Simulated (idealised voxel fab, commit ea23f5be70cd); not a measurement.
Process module, titled voxel self aligned vias
Square cell edge 5 nm, section width 290 nm, ID cut.
A cross-section is written here as square cells arranged in a grid, and it is given in bands from the top down, each band taking up one or more rows of cells.
What a band's entry tells you: where the top is and where the bottom is, as heights in nm, and after that what lies inside, material by material from left to right, each with its width in nm. Empty space is written as the word "air", and a single material marked with the word "full width" occupies the band from edge to edge.
Heads up on the height convention: 0 is the point under which the incoming wafer is all one material, and the lowest band has no bottom, it just keeps going down, like "0 -> down".
Width: "30 to 40" (first number = top row, second number = bottom row, same change from row to row of cells).
You'll sometimes find "nothing changed" written for a step, and that's the way of saying that nowhere in the cross-section did a cell change during that step.
Enclosed voids (no open way to top), threshold 8 cells or more, entry "Closed empty spaces", notation width x height at distance, distance from left edge, nm.
Anything after a step's settings on that line? It's the simulator's own note about the step.
The optional step-line setting "overlay nm" applies to steps with a mask and quantifies how far to the right of its planned location the mask lay, a negative value indicating leftward placement.
[Steps in the process plan]
1 RECEIVE: material Si
2 CONFORMAL_DEP: material SiO2, thk nm 10
3 CONFORMAL_DEP: material SiCN, thk nm 5
4 DIRECTIONAL_DEP: material lowk, thk nm 20
5 MASKED_ETCH: tone open, mask id LINES, width nm 25, pitch nm 65, etch materials lowk, depth nm 20, overlay nm 0
6 CONFORMAL_DEP: material TiN, thk nm 5
7 FILL_DEP: material Ru, thk nm 10
8 CMP: height nm 35
9 SELECTIVE_ETCH: etch materials W Ru TiN, depth nm 5
10 FILL_DEP: material SiN, thk nm 10
11 CMP: height nm 35
12 DIRECTIONAL_DEP: material lowk, thk nm 15
13 DIRECTIONAL_DEP: material aC, thk nm 10
14 PATTERN: tone open, mask id VIAS, material resist, width nm 45, pitch nm 65, thk nm 25, overlay nm 0
15 DIRECTIONAL_ETCH: etch materials aC, depth nm 10
16 STRIP: etch materials resist
17 DIRECTIONAL_ETCH: etch materials lowk, depth nm 15
18 DIRECTIONAL_ETCH: etch materials SiN, depth nm 5
19 STRIP: etch materials aC
20 CONFORMAL_DEP: material TiN, thk nm 5
21 FILL_DEP: material Ru, thk nm 5
22 CMP: height nm 50
23 CONFORMAL_DEP: material SiCN, thk nm 5
[First wafer, two in total, run as planned]
[As received (post step 1): cross-section]
* 0 -> down | Si full width
* Closed empty spaces: none
[After step 2, in cross-section]
* 10 -> 0 | SiO2 full width
* Below a height of 0, the structure has not been altered.
[After step 3, in cross-section]
* 15 -> 10 | SiCN full width
* Below a height of 10, the structure has not been altered.
[After step 4, in cross-section]
* 35 -> 15 | lowk full width
* Below a height of 15, the structure has not been altered.
[After step 5, in cross-section]
* 35 -> 15 | lowk: 100; air: 25; lowk: 40; air: 25; lowk: 100
* Below a height of 15, the structure has not been altered.
[After step 6, in cross-section]
* 40 -> 35 | TiN: 105; air: 15; TiN: 50; air: 15; TiN: 105
* 35 -> 20 | lowk: 100; TiN: 5; air: 15; TiN: 5; lowk: 40; TiN: 5; air: 15; TiN: 5; lowk: 100
* 20 -> 15 | lowk: 100; TiN: 25; lowk: 40; TiN: 25; lowk: 100
* Below a height of 15, the structure has not been altered.
[After step 7, in cross-section]
* 50 -> 40 | Ru full width
* 40 -> 35 | TiN: 105; Ru: 15; TiN: 50; Ru: 15; TiN: 105
* 35 -> 20 | lowk: 100; TiN: 5; Ru: 15; TiN: 5; lowk: 40; TiN: 5; Ru: 15; TiN: 5; lowk: 100
* Below a height of 20, the structure has not been altered.
[After step 8, in cross-section]
* 35 -> 20 | lowk: 100; TiN: 5; Ru: 15; TiN: 5; lowk: 40; TiN: 5; Ru: 15; TiN: 5; lowk: 100
* Below a height of 20, the structure has not been altered.
[After step 9, in cross-section]
* 35 -> 30 | lowk: 100; air: 25; lowk: 40; air: 25; lowk: 100
* Below a height of 30, the structure has not been altered.
[After step 10, in cross-section]
* 45 -> 35 | SiN full width
* 35 -> 30 | lowk: 100; SiN: 25; lowk: 40; SiN: 25; lowk: 100
* Below a height of 30, the structure has not been altered.
[After step 11, in cross-section]
* 35 -> 30 | lowk: 100; SiN: 25; lowk: 40; SiN: 25; lowk: 100
* Below a height of 30, the structure has not been altered.
[After step 12, in cross-section]
* 50 -> 35 | lowk full width
* Below a height of 35, the structure has not been altered.
[After step 13, in cross-section]
* 60 -> 50 | aC full width
* Below a height of 50, the structure has not been altered.
[After step 14, in cross-section]
* 85 -> 60 | resist: 90; air: 45; resist: 20; air: 45; resist: 90
* Below a height of 60, the structure has not been altered.
[After step 15, in cross-section]
* 75 -> 60 | resist: 90; air: 45; resist: 20; air: 45; resist: 90
* 60 -> 50 | aC: 90; air: 45; aC: 20; air: 45; aC: 90
* Below a height of 50, the structure has not been altered.
[After step 16, in cross-section]
* 60 -> 50 | aC: 90; air: 45; aC: 20; air: 45; aC: 90
* Below a height of 50, the structure has not been altered.
[After step 17, in cross-section]
* 60 -> 50 | aC: 90; air: 45; aC: 20; air: 45; aC: 90
* 50 -> 35 | lowk: 90; air: 45; lowk: 20; air: 45; lowk: 90
* Below a height of 35, the structure has not been altered.
[After step 18, in cross-section]
* 60 -> 50 | aC: 90; air: 45; aC: 20; air: 45; aC: 90
* 50 -> 35 | lowk: 90; air: 45; lowk: 20; air: 45; lowk: 90
* 35 -> 30 | lowk: 100; air: 25; lowk: 40; air: 25; lowk: 100
* Below a height of 30, the structure has not been altered.
[After step 19, in cross-section]
* 50 -> 35 | lowk: 90; air: 45; lowk: 20; air: 45; lowk: 90
* Below a height of 35, the structure has not been altered.
[After step 20, in cross-section]
* 55 -> 50 | TiN: 95; air: 35; TiN: 30; air: 35; TiN: 95
* 50 -> 40 | lowk: 90; TiN: 5; air: 35; TiN: 5; lowk: 20; TiN: 5; air: 35; TiN: 5; lowk: 90
* 40 -> 35 | lowk: 90; TiN: 15; air: 15; TiN: 15; lowk: 20; TiN: 15; air: 15; TiN: 15; lowk: 90
* 35 -> 30 | lowk: 100; TiN: 25; lowk: 40; TiN: 25; lowk: 100
* Below a height of 30, the structure has not been altered.
[After step 21, in cross-section]
* 60 -> 55 | Ru full width
* 55 -> 50 | TiN: 95; Ru: 35; TiN: 30; Ru: 35; TiN: 95
* 50 -> 40 | lowk: 90; TiN: 5; Ru: 35; TiN: 5; lowk: 20; TiN: 5; Ru: 35; TiN: 5; lowk: 90
* 40 -> 35 | lowk: 90; TiN: 15; Ru: 15; TiN: 15; lowk: 20; TiN: 15; Ru: 15; TiN: 15; lowk: 90
* Below a height of 35, the structure has not been altered.
[After step 22, in cross-section]
* 50 -> 40 | lowk: 90; TiN: 5; Ru: 35; TiN: 5; lowk: 20; TiN: 5; Ru: 35; TiN: 5; lowk: 90
* Below a height of 40, the structure has not been altered.
[After step 23, in cross-section]
* 55 -> 50 | SiCN full width
* Below a height of 50, the structure has not been altered.
[Second wafer - shared start and plan with the first - one error in running - same as the first up to step 16 inclusive]
[when step 17 should have ended]
* 60 -> 50 | aC: 90; air: 45; aC: 20; air: 45; aC: 90
* 50 -> 35 | lowk: 90; air: 45; lowk: 20; air: 45; lowk: 90
* 35 -> 30 | lowk: 90; air: 10; SiN: 25; air: 10; lowk: 20; air: 10; SiN: 25; air: 10; lowk: 90
* 30 -> 20 | lowk: 90; air: 10; TiN: 5; Ru: 15; TiN: 5; air: 10; lowk: 20; air: 10; TiN: 5; Ru: 15; TiN: 5; air: 10; lowk: 90
* Below a height of 20, the structure has not been altered.
[when step 18 should have ended]
* 60 -> 50 | aC: 90; air: 45; aC: 20; air: 45; aC: 90
* 50 -> 30 | lowk: 90; air: 45; lowk: 20; air: 45; lowk: 90
* Below a height of 30, the structure has not been altered.
[when step 19 should have ended]
* 50 -> 30 | lowk: 90; air: 45; lowk: 20; air: 45; lowk: 90
* Below a height of 30, the structure has not been altered.
[when step 20 should have ended]
* 55 -> 50 | TiN: 95; air: 35; TiN: 30; air: 35; TiN: 95
* 50 -> 35 | lowk: 90; TiN: 5; air: 35; TiN: 5; lowk: 20; TiN: 5; air: 35; TiN: 5; lowk: 90
* 35 -> 30 | lowk: 90; TiN: 45; lowk: 20; TiN: 45; lowk: 90
* 30 -> 20 | lowk: 90; TiN: 15; Ru: 15; TiN: 15; lowk: 20; TiN: 15; Ru: 15; TiN: 15; lowk: 90
* Below a height of 20, the structure has not been altered.
[when step 21 should have ended]
* 60 -> 55 | Ru full width
* 55 -> 50 | TiN: 95; Ru: 35; TiN: 30; Ru: 35; TiN: 95
* 50 -> 35 | lowk: 90; TiN: 5; Ru: 35; TiN: 5; lowk: 20; TiN: 5; Ru: 35; TiN: 5; lowk: 90
* Below a height of 35, the structure has not been altered.
[when step 22 should have ended]
* 50 -> 35 | lowk: 90; TiN: 5; Ru: 35; TiN: 5; lowk: 20; TiN: 5; Ru: 35; TiN: 5; lowk: 90
* Below a height of 35, the structure has not been altered.
[when step 23 should have ended]
* 55 -> 50 | SiCN full width
* Below a height of 50, the structure has not been altered.
what went wrong: it should be noted that step 17 of the plan was executed twice
Bottom line after processing is that, in cells, the second wafer is up or down on some materials versus the first: +8 Ru; +16 TiN; -24 lowk
